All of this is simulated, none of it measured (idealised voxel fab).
process module | voxel trench capacitor
cross-section cut | 230 nm wide | cells 5 nm
A cross-section is a grid of square cells, given in bands from the top down. A band is one or more rows of cells.
Each band's line starts with the height of the band's top and of its bottom, in nm. Then come its materials from left to right, each with its width in nm. One material with "throughout" fills the band from edge to edge. "air" is empty space.
Height 0 is the level under which the wafer as received is all one material. The lowest band goes on downwards, as in "0 down".
A width such as "30 to 40" changes by the same amount from each row of cells to the next, from the band's top row to its bottom row.
"no change" after a step means that no cell of the cross-section changed.
closed voids: empty space of 8 cells or more with no open way to the top, each as width x height at its distance from the left edge, in nm
after a step's settings: what the simulator itself notes on the step
overlay nm, on a step with a mask: how far to the right of its planned place the mask lay; to the left if negative
plan
1 op RECEIVE | material Si
2 op CONFORMAL_DEP | material SiN | thk nm 10
3 op MASKED_ETCH | tone open | mask id TRENCH | width nm 20 | pitch nm 45 | etch materials SiN | depth nm 10 | overlay nm 0
4 op MASKED_ETCH | tone open | mask id TRENCH | width nm 20 | pitch nm 45 | etch materials Si | depth nm 25 | overlay nm 0
5 op CONFORMAL_DEP | material SiO2 | thk nm 5
6 op FILL_DEP | material polySi | thk nm 10
7 op CMP | height nm 10
as received, after step 1
  0 down: Si throughout
  closed voids: none
first wafer at the end, as planned
  10 to 0: SiN 60 | SiO2 5 | polySi 10 | SiO2 5 | SiN 25 | SiO2 5 | polySi 10 | SiO2 5 | SiN 25 | SiO2 5 | polySi 10 | SiO2 5 | SiN 60
  0 to -20: Si 60 | SiO2 5 | polySi 10 | SiO2 5 | Si 25 | SiO2 5 | polySi 10 | SiO2 5 | Si 25 | SiO2 5 | polySi 10 | SiO2 5 | Si 60
  -20 to -25: Si 60 | SiO2 20 | Si 25 | SiO2 20 | Si 25 | SiO2 20 | Si 60
  -25 down: Si throughout
  closed voids: none
second wafer at the end: like start, like plan, one mistake
  10 to 0: SiN 60 | SiO2 5 | polySi 10 | SiO2 5 | SiN 25 | SiO2 5 | polySi 10 | SiO2 5 | SiN 25 | SiO2 5 | polySi 10 | SiO2 5 | SiN 60
  0 to -45: Si 60 | SiO2 5 | polySi 10 | SiO2 5 | Si 25 | SiO2 5 | polySi 10 | SiO2 5 | Si 25 | SiO2 5 | polySi 10 | SiO2 5 | Si 60
  -45 to -50: Si 60 | SiO2 20 | Si 25 | SiO2 20 | Si 25 | SiO2 20 | Si 60
  -50 down: Si throughout
  closed voids: none
what went wrong: step 4 was run twice
at the end the second wafer has, in cells: 60 fewer of Si | 30 more of SiO2 | 30 more of polySi
